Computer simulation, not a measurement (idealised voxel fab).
Process module in this document: voxel ribs on slabs
We display cut, a cross-section 265 nm in width whose square cells are each 5 nm.
In this document a cross-section is written as a grid of square cells. It is given as a series of bands, listed from the top down, and a band is one or more rows of cells. The entry gives the band's vertical extent as a top height and a bottom height in nm, then its horizontal make-up as materials from left to right, each with a width in nm. "empty" stands for empty space; a single material marked "throughout" fills the band edge to edge. Convention: height 0 is the level below which the wafer, as received, is all one material. The lowest band does not terminate at the bottom but continues downward, represented as "0 nm and below". Read "30->40" as a graded width: first number on top, second number at the bottom, same change between each pair of neighbouring rows. Step note "no change" = no cross-section cell changed. Heads up: "Trapped void list" only lists the empty pockets with no open path to the top that are 8 cells or more, and it writes them as width x height at distance, distance from the left edge, in nm. Whatever follows a step's settings on its line is a remark the simulator itself makes about that step. "overlay nm", when on a step's line for a step with a mask, measures how far to the right of its planned place the mask lay; a negative measure means to the left.
## Below is the list of planned process steps
step 1: RECEIVE: material Si
step 2: DIRECTIONAL_DEP: material SiO2, thk nm 20
step 3: DIRECTIONAL_DEP: material polySi, thk nm 20
step 4: DIRECTIONAL_DEP: material aC, thk nm 15
step 5: PATTERN: tone cover, mask id RIB, material resist, width nm 20, thk nm 30, overlay nm 0
step 6: DIRECTIONAL_ETCH: etch materials aC, depth nm 15
step 7: STRIP: etch materials resist
step 8: DIRECTIONAL_ETCH: etch materials polySi, depth nm 10
step 9: STRIP: etch materials aC
step 10: MASKED_ETCH: tone cover, mask id SLAB, width nm 50, etch materials polySi, depth nm 10, overlay nm 0
step 11: FILL_DEP: material SiO2, thk nm 15
step 12: CMP: height nm 50
step 13: DIRECTIONAL_DEP: material W, thk nm 10
step 14: MASKED_ETCH: tone cover, mask id HEATER, width nm 30, etch materials W, depth nm 10, overlay nm 0
step 15: CONFORMAL_DEP: material SiN, thk nm 5
## As-received state of the wafer in cross-section, equivalent to post-step 1
    0 nm and below  Si throughout
    Trapped void list: none
## The following cross-section depicts the wafer upon conclusion of the module. Processing commenced from the starting condition illustrated above and adhered to the plan illustrated above, save for one mistake in execution
    65 nm to 60 nm  empty: 115 | SiN: 35 | empty: 115
    60 nm to 55 nm  empty: 115 | SiN: 5 | W: 25 | SiN: 5 | empty: 115
    55 nm to 50 nm  SiN: 120 | W: 25 | SiN: 120
    50 nm to 40 nm  SiO2 throughout
    40 nm to 30 nm  SiO2: 120 | polySi: 20 | SiO2: 125
    30 nm to 20 nm  SiO2: 105 | polySi: 50 | SiO2: 110
    20 nm to 0 nm  SiO2 throughout
    0 nm and below  Si throughout
    Trapped void list: none
Here's what went sideways: heads up, step 14 didn't go per plan, it actually ran as MASKED_ETCH: tone cover, mask id HEATER, width nm 25, etch materials W, depth nm 10, overlay nm 0
